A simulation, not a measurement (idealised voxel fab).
Process module, titled voxel lift off
cross-section cut | 240 nm wide | cells 5 nm
How to read a cross-section here: the picture is a grid of square cells, written as bands going from the top down, and any band can span one or more rows of cells.
First you get the band's top height and its bottom height, in nm, and then the materials it's made of, left to right, with each width in nm. If you see a single material with "full width", that one covers the band edge to edge. "blank" is empty space.
It should be noted that heights are counted from 0, beneath which the wafer as supplied is of one material throughout, and that the lowest band possesses no lower boundary but continues downward, as written in "0 and below".
You'd read "30->40" like this: the band's top row of cells is as wide as the first number, its bottom row is as wide as the second, and going down, every row changes width by the same amount as the row before did.
"no alteration" after a step means that no cell of the cross-section changed.
Empty spaces counting at least 8 cells and having no open way to the top are listed in "Catalogued sealed voids". The notation width x height at distance is used for each, the distance being from the left edge and all three values in nm.
On a step's line, text after the settings is the simulator commenting on that step.
The optional step-line setting "overlay nm" applies to steps with a mask and quantifies how far to the right of its planned location the mask lay, a negative value indicating leftward placement.
-- Intended process steps
1) RECEIVE with material Si
2) CONFORMAL_DEP with material Al2O3, thk nm 5
3) PATTERN with tone open, mask id LINES, material resist, width nm 25, pitch nm 55, thk nm 20, overlay nm 0
4) DIRECTIONAL_DEP with material Ru, thk nm 5
5) STRIP with etch materials resist
6) CONFORMAL_DEP with material SiN, thk nm 10
-- First of two wafers, processed according to plan
-- Wafer at receipt (post step 1), cross-section
0 and below | Si full width
Catalogued sealed voids: none
-- The wafer, seen in cross-section, after step 2
5 down to 0 | Al2O3 full width
Below 0, the layers are the same as they were.
-- The wafer, seen in cross-section, after step 3
25 down to 5 | resist: 80, blank: 25, resist: 30, blank: 25, resist: 80
Below 5, the layers are the same as they were.
-- The wafer, seen in cross-section, after step 4
30 down to 25 | Ru: 80, blank: 25, Ru: 30, blank: 25, Ru: 80
25 down to 10 | resist: 80, blank: 25, resist: 30, blank: 25, resist: 80
10 down to 5 | resist: 80, Ru: 25, resist: 30, Ru: 25, resist: 80
Below 5, the layers are the same as they were.
-- The wafer, seen in cross-section, after step 5
10 down to 5 | blank: 80, Ru: 25, blank: 30, Ru: 25, blank: 80
Below 5, the layers are the same as they were.
-- The wafer, seen in cross-section, after step 6
20 down to 15 | blank: 70, SiN: 45, blank: 10, SiN: 45, blank: 70
15 down to 10 | SiN full width
10 down to 5 | SiN: 80, Ru: 25, SiN: 30, Ru: 25, SiN: 80
Below 5, the layers are the same as they were.
-- second wafer: like start, like plan, one mistake. Through step 5 it matches the first wafer
Cross-sectional representation of the second wafer at the time designated in the plan for the completion of step 6: no alteration
Processing error: step 6 of the plan was jumped over and never run
Upon completion, the second wafer contains, in terms of cells, a greater or smaller amount of certain materials than the first wafer: SiN: 104 fewer
